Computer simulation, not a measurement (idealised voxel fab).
Process module under the name voxel air gaps
This is section cut - it's 205 nm across, gridded in 5 nm square cells.
A cross-section is a grid of square cells, given in bands from the top down. A band is one or more rows of cells.
First you get the band's top height and its bottom height, in nm, and then the materials it's made of, left to right, with each width in nm. If you see a single material with "edge to edge", that one covers the band edge to edge. "air" is empty space.
All heights in this document are referenced to 0, defined as the level beneath which the wafer, as received, consists entirely of one material. The lowest band is not bounded below; it extends indefinitely downward and is written in the form "0 and below".
Width: "30..40" (first number = top row, second number = bottom row, same change from row to row of cells).
Any step labelled "all unchanged" changed none of the cells in the cross-section.
Under "Sealed internal voids" you'll find the enclosed gaps, the ones with no way out to the top, that are 8 cells or bigger; each reads width x height at distance, with distance counted from the left edge, everything in nm.
Post-settings text on a step line: simulator's own remark regarding the step.
"overlay nm" on a masked step: distance the mask lay right of its planned place, negative for left.

Plan
1 RECEIVE [material Si]
2 CONFORMAL_DEP [material SiO2] [thk nm 10]
3 CONFORMAL_DEP [material SiN] [thk nm 5]
4 DIRECTIONAL_DEP [material SiO2] [thk nm 35]
5 PATTERN [tone open] [mask id LINES] [material resist] [width nm 25] [pitch nm 55] [thk nm 20] [overlay nm 0]
6 DIRECTIONAL_ETCH [etch materials SiO2] [depth nm 35]
7 STRIP [etch materials resist]
8 CONFORMAL_DEP [material TiN] [thk nm 5]
9 FILL_DEP [material Ru] [thk nm 5]
10 CMP [height nm 50]
11 EPI [material Ru] [thk nm 10]
12 SELECTIVE_ETCH [etch materials SiO2] [depth nm 45]
13 CONFORMAL_DEP [material SiCN] [thk nm 5]

So this is the incoming wafer in cross-section - it's already been through step 1
  0 and below  Si edge to edge
  Sealed internal voids: none

First wafer of two, sectioned at end of module; run went per plan
  65 down to 60  air (20), then SiCN (165), then air (20)
  60 down to 50  air (20), then SiCN (5), then Ru (45), then SiCN (10), then Ru (45), then SiCN (10), then Ru (45), then SiCN (5), then air (20)
  50 down to 45  air (20), then SiCN (15), then TiN (5), then Ru (15), then TiN (5), then SiCN (30), then TiN (5), then Ru (15), then TiN (5), then SiCN (30), then TiN (5), then Ru (15), then TiN (5), then SiCN (15), then air (20)
  45 down to 20  air (30), then SiCN (5), then TiN (5), then Ru (15), then TiN (5), then SiCN (5), then air (20), then SiCN (5), then TiN (5), then Ru (15), then TiN (5), then SiCN (5), then air (20), then SiCN (5), then TiN (5), then Ru (15), then TiN (5), then SiCN (5), then air (30)
  20 down to 15  SiCN (35), then TiN (25), then SiCN (30), then TiN (25), then SiCN (30), then TiN (25), then SiCN (35)
  15 down to 10  SiN edge to edge
  10 down to 0  SiO2 edge to edge
  0 and below  Si edge to edge
  Sealed internal voids: 20 x 25 at 65; 20 x 25 at 120

Same start, same plan as the first wafer - but one mistake in the run. Cross-section of the second of the two at the end of the module
  55 down to 15  SiCN edge to edge
  15 down to 10  SiN edge to edge
  10 down to 0  SiO2 edge to edge
  0 and below  Si edge to edge
  Sealed internal voids: none
The plan and the run diverged here: step 4 was not run as planned; what actually ran was DIRECTIONAL_DEP [material SiCN] [thk nm 35]
Count the cells at the end and the second wafer has more or fewer of some materials than the first: -108 Ru | +209 SiCN | -51 TiN
Ultimately, the number of closed voids is 2 in the first wafer and 0 in the second wafer.
